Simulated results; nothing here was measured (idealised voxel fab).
The following is a process module called voxel fin reveal.
In the cross-section labelled cut, the width is 255 nm and each square cell is 5 nm.
Cross-section spec: square-cell grid; bands listed top down; each band is one or more rows.
In this notation a band is specified by the heights of its top and bottom, in that order and in nm, after which its materials appear from left to right, each paired with its width in nm. The word "edge to edge" attached to a single material means that material fills the band from edge to edge; the word "air" stands for empty space.
The reference from which all heights are counted is 0, the level beneath which the as-received wafer is entirely one material; the lowest band, having no lower bound, proceeds downward and is written after the example "z 0 and below".
Note: "30 to 40" means the width goes from the first number (top row of the band) to the second number (bottom row) in equal steps per row of cells.
Reading "everything unchanged" for a step: not a cell of the cross-section changed in it.
Look at "Enclosed void inventory" for the closed voids: empty spaces with no open path to the top, sized 8 cells or up. Each is width x height at distance, distance from the left edge, all nm.
What comes after the settings on a step's line is commentary from the simulator itself on that step.
overlay nm: mask offset rightward from planned place, masked step; negative means leftward offset.
## Planned process steps
step 1: RECEIVE: material Si
step 2: CONFORMAL_DEP: material SiN, thk nm 10
step 3: MASKED_ETCH: tone cover, mask id FINS, width nm 15, pitch nm 35, etch materials SiN, depth nm 10, overlay nm 0
step 4: MASKED_ETCH: tone cover, mask id FINS, width nm 15, pitch nm 35, etch materials Si, depth nm 35, overlay nm 0
step 5: FILL_DEP: material SiO2, thk nm 15
step 6: CMP: height nm 10
step 7: SELECTIVE_ETCH: etch materials SiO2, depth nm 20
step 8: STRIP: etch materials SiN
## Cross-section of the wafer at receipt, which is the condition after step 1
  z 0 and below  Si edge to edge
  Enclosed void inventory: none
## The first of the two wafers as seen in cross-section once the module was finished; processing followed the plan
  z 0 to -10  65 nm air; 15 nm Si; 20 nm air; 15 nm Si; 20 nm air; 15 nm Si; 20 nm air; 15 nm Si; 70 nm air
  z -10 to -35  65 nm SiO2; 15 nm Si; 20 nm SiO2; 15 nm Si; 20 nm SiO2; 15 nm Si; 20 nm SiO2; 15 nm Si; 70 nm SiO2
  z -35 and below  Si edge to edge
  Enclosed void inventory: none
## The second wafer, shown in cross-section after the module: started the same way as the first and given the same plan, yet one mistake crept into how it was run
  z 0 to -10  65 nm air; 15 nm Si; 20 nm air; 15 nm Si; 20 nm air; 15 nm Si; 20 nm air; 15 nm Si; 70 nm air
  z -10 to -30  65 nm SiO2; 15 nm Si; 20 nm SiO2; 15 nm Si; 20 nm SiO2; 15 nm Si; 20 nm SiO2; 15 nm Si; 70 nm SiO2
  z -30 and below  Si edge to edge
  Enclosed void inventory: none
Nonconformance to the process plan: the process deviated at step 4: the operation and settings actually run there were MASKED_ETCH: tone cover, mask id FINS, width nm 15, pitch nm 35, etch materials Si, depth nm 30, overlay nm 0
Final wafer comparison in cells, second versus first, more or fewer per material: Si +39; SiO2 -39
